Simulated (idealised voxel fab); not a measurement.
process module | voxel ribs on slabs
cross-section cut | 160 nm wide | cells 5 nm
A cross-section is a grid of square cells, given in bands from the top down. A band is one or more rows of cells.
Each band's line starts with the height of the band's top and of its bottom, in nm. Then come its materials from left to right, each with its width in nm. One material with "throughout" fills the band from edge to edge. "air" is empty space.
Height 0 is the level under which the wafer as received is all one material. The lowest band goes on downwards, as in "0 down".
A width such as "30 to 40" changes by the same amount from each row of cells to the next, from the band's top row to its bottom row.
"no change" after a step means that no cell of the cross-section changed.
closed voids: empty space of 8 cells or more with no open way to the top, each as width x height at its distance from the left edge, in nm
after a step's settings: what the simulator itself notes on the step
overlay nm, on a step with a mask: how far to the right of its planned place the mask lay; to the left if negative
plan
1 op RECEIVE | material Si
2 op DIRECTIONAL_DEP | material SiO2 | thk nm 20
3 op DIRECTIONAL_DEP | material polySi | thk nm 15
4 op PATTERN | tone cover | mask id RIB | material resist | width nm 20 | thk nm 15 | overlay nm 0
5 op DIRECTIONAL_ETCH | etch materials polySi | depth nm 5
6 op STRIP | etch materials resist
7 op PATTERN | tone cover | mask id SLAB | material resist | width nm 50 | thk nm 20 | overlay nm 0
8 op DIRECTIONAL_ETCH | etch materials polySi | depth nm 10
9 op STRIP | etch materials resist
10 op FILL_DEP | material SiO2 | thk nm 25
11 op CMP | height nm 50
12 op DIRECTIONAL_DEP | material TiN | thk nm 5
13 op PATTERN | tone cover | mask id HEATER | material resist | width nm 30 | thk nm 15 | overlay nm 0
14 op DIRECTIONAL_ETCH | etch materials TiN | depth nm 5
15 op STRIP | etch materials resist
16 op CONFORMAL_DEP | material SiO2 | thk nm 10
varied across the wafers: width nm of step 7. The plan shows the first wafer's value. All wafers start alike
first wafer as received, after step 1
  0 down: Si throughout
  closed voids: none
first wafer at the end, after step 16
  65 to 60: air 55 | SiO2 50 | air 55
  60 to 55: SiO2 throughout
  55 to 50: SiO2 65 | TiN 30 | SiO2 65
  50 to 35: SiO2 throughout
  35 to 30: SiO2 70 | polySi 20 | SiO2 70
  30 to 20: SiO2 55 | polySi 50 | SiO2 55
  20 to 0: SiO2 throughout
  0 down: Si throughout
  closed voids: none
last wafer at the end
  65 to 60: air 55 | SiO2 50 | air 55
  60 to 55: SiO2 throughout
  55 to 50: SiO2 65 | TiN 30 | SiO2 65
  50 to 35: SiO2 throughout
  35 to 30: SiO2 70 | polySi 20 | SiO2 70
  30 to 20: SiO2 45 | polySi 75 | SiO2 40
  20 to 0: SiO2 throughout
  0 down: Si throughout
  closed voids: none
each wafer at the end: cells of each material gained (+) or lost (-) since it was received, then its closed voids
width nm 50 | +364 SiO2 | +6 TiN | +24 polySi | closed voids: none
width nm 55 | +362 SiO2 | +6 TiN | +26 polySi | closed voids: none
width nm 60 | +360 SiO2 | +6 TiN | +28 polySi | closed voids: none
width nm 65 | +358 SiO2 | +6 TiN | +30 polySi | closed voids: none
width nm 70 | +356 SiO2 | +6 TiN | +32 polySi | closed voids: none
width nm 75 | +354 SiO2 | +6 TiN | +34 polySi | closed voids: none
